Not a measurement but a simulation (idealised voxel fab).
Process module, titled voxel trench capacitor
Square cells of 5 nm make up the cross-section cut, whose width is 145 nm.
Reading order for cross-sections: top band down to bottom band. Underlying form: a grid of square cells. Band size: one or more rows of cells. For a band, the entry starts with two heights in nm, that of the top and then that of the bottom, and carries on with the band's materials in order from left to right, each alongside its width in nm; the word "throughout" beside a single material means it fills the band edge to edge, and "blank" means empty space. Convention: height 0 is the level below which the wafer, as received, is all one material. The lowest band does not terminate at the bottom but continues downward, represented as "0 -> down". When a width is written as two numbers, as in "30->40", the first number is the width in the top row of cells of the band and the second is the width in its bottom row, and the width changes by the same amount from each row to the next. It should be understood that the words "remained unchanged", when stated for a given step, signify that the cross-section underwent no change in any of its cells during that step. "Enclosed voids": sealed empty spaces, 8 cells or more, no open way to top, listed width x height at distance, with distance from the left edge and width, height and distance in nm. Heads up: the bit after the settings on a step's line is the simulator's remark on that step. "overlay nm", when on a step's line for a step with a mask, measures how far to the right of its planned place the mask lay; a negative measure means to the left.

# Intended process steps
- 1: RECEIVE: material Si
- 2: CONFORMAL_DEP: material SiN, thk nm 5
- 3: DIRECTIONAL_DEP: material aC, thk nm 15
- 4: PATTERN: tone open, mask id TRENCH, material resist, width nm 20, pitch nm 35, thk nm 35, overlay nm 0
- 5: DIRECTIONAL_ETCH: etch materials aC, depth nm 15
- 6: STRIP: etch materials resist
- 7: DIRECTIONAL_ETCH: etch materials SiN, depth nm 5
- 8: DIRECTIONAL_ETCH: etch materials Si, depth nm 35
- 9: STRIP: etch materials aC
- 10: CONFORMAL_DEP: material SiO2, thk nm 5
- 11: FILL_DEP: material polySi, thk nm 10
- 12: CMP: height nm 5

# Cross-section of the incoming wafer, state after step 1
* 0 -> down | Si throughout
* Enclosed voids: none

# Looking at the first of two wafers in cross-section at end of module - ran to plan
* 5 -> 0 | 45 of SiN / 5 of SiO2 / 10 of polySi / 5 of SiO2 / 15 of SiN / 5 of SiO2 / 10 of polySi / 5 of SiO2 / 45 of SiN
* 0 -> -30 | 45 of Si / 5 of SiO2 / 10 of polySi / 5 of SiO2 / 15 of Si / 5 of SiO2 / 10 of polySi / 5 of SiO2 / 45 of Si
* -30 -> -35 | 45 of Si / 20 of SiO2 / 15 of Si / 20 of SiO2 / 45 of Si
* -35 -> down | Si throughout
* Enclosed voids: none

# This cross-section belongs to the second wafer of two at the end of the module; the start and the plan were shared with the first, and the run included one mistake
* 5 -> 0 | 40 of SiN / 5 of SiO2 / 10 of polySi / 5 of SiO2 / 15 of SiN / 5 of SiO2 / 10 of polySi / 5 of SiO2 / 50 of SiN
* 0 -> -30 | 40 of Si / 5 of SiO2 / 10 of polySi / 5 of SiO2 / 15 of Si / 5 of SiO2 / 10 of polySi / 5 of SiO2 / 50 of Si
* -30 -> -35 | 40 of Si / 20 of SiO2 / 15 of Si / 20 of SiO2 / 50 of Si
* -35 -> down | Si throughout
* Enclosed voids: none
what went wrong: step 4 was run on a setting that differed from the plan, and what really ran there is PATTERN: tone open, mask id TRENCH, material resist, width nm 20, pitch nm 35, thk nm 35, overlay nm -5
Matching per-material cell counts, mismatched positions: that is how the second wafer compares with the first at the end.
